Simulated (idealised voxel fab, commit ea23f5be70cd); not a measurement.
Proc. module: voxel released beams
In the cross-section labelled cut, the width is 160 nm and each square cell is 5 nm.
Cross-section = grid of square cells, listed top down in bands; band = one or more rows.
For a band, the entry starts with two heights in nm, that of the top and then that of the bottom, and carries on with the band's materials in order from left to right, each alongside its width in nm; the word "edge to edge" beside a single material means it fills the band edge to edge, and "air" means empty space.
Counting heights begins at 0, where everything beneath is, in the wafer as received, one material. The lowest band has no bottom; it goes on downwards, as "from 0 down" shows.
A width given as "30->40" starts at the first number in the band's top row and ends at the second number in its bottom row, shifting by an equal amount at every step from row to row.
The cross-section has no changed cell in any step marked "no alterations made".
Listed in "Voids, enclosed": every empty space of 8 or more cells without an open way to the top. Form: width x height at distance, the distance being from the left edge, all in nm.
On each step's line, the part that comes after the settings is the simulator's own comment on the step.
overlay nm: mask right of planned place by this much (step with mask). Neg. = left.

**The process steps that were planned are listed below**
1. RECEIVE | material Si
2. CONFORMAL_DEP | material Al2O3 | thk nm 5
3. DIRECTIONAL_DEP | material SiO2 | thk nm 20
4. DIRECTIONAL_DEP | material aC | thk nm 15
5. PATTERN | tone open | mask id ANCHOR | material resist | width nm 35 | thk nm 30 | overlay nm 0
6. DIRECTIONAL_ETCH | etch materials aC | depth nm 15
7. STRIP | etch materials resist
8. DIRECTIONAL_ETCH | etch materials SiO2 | depth nm 20
9. STRIP | etch materials aC
10. CONFORMAL_DEP | material W | thk nm 10
11. DIRECTIONAL_DEP | material aC | thk nm 10
12. PATTERN | tone cover | mask id BEAM | material resist | width nm 110 | thk nm 30 | overlay nm 0
13. DIRECTIONAL_ETCH | etch materials aC | depth nm 10
14. STRIP | etch materials resist
15. DIRECTIONAL_ETCH | etch materials W | depth nm 10
16. STRIP | etch materials aC
17. STRIP | etch materials SiO2

**This is the cross-section of the wafer as we received it, i.e. after step 1**
from 0 down  Si edge to edge
Voids, enclosed: none

**Wafer cross-section at module end: first of two, run to plan**
from 35 to 25  air=20 / W=15 / air=15 / W=80 / air=30
from 25 to 15  air=25 / W=10 / air=15 / W=10 / air=100
from 15 to 5  air=25 / W=35 / air=100
from 5 to 0  Al2O3 edge to edge
from 0 down  Si edge to edge
Voids, enclosed: none

**End of module, second wafer, cross-section. Started like the first, planned like the first, run with one mistake**
from 35 to 25  Al2O3=35 / air=15 / Al2O3=110
from 25 to 15  SiO2=25 / Al2O3=10 / air=15 / Al2O3=10 / SiO2=100
from 15 to 5  SiO2=25 / Al2O3=35 / SiO2=100
from 5 to 0  Al2O3 edge to edge
from 0 down  Si edge to edge
Voids, enclosed: none
Deviation noted in wafer processing: step 10 ran as: CONFORMAL_DEP | material Al2O3 | thk nm 10
Final comparison by cell count, materials where the second wafer has more or fewer than the first: Al2O3: 80 more, SiO2: 100 more, W: 60 fewer
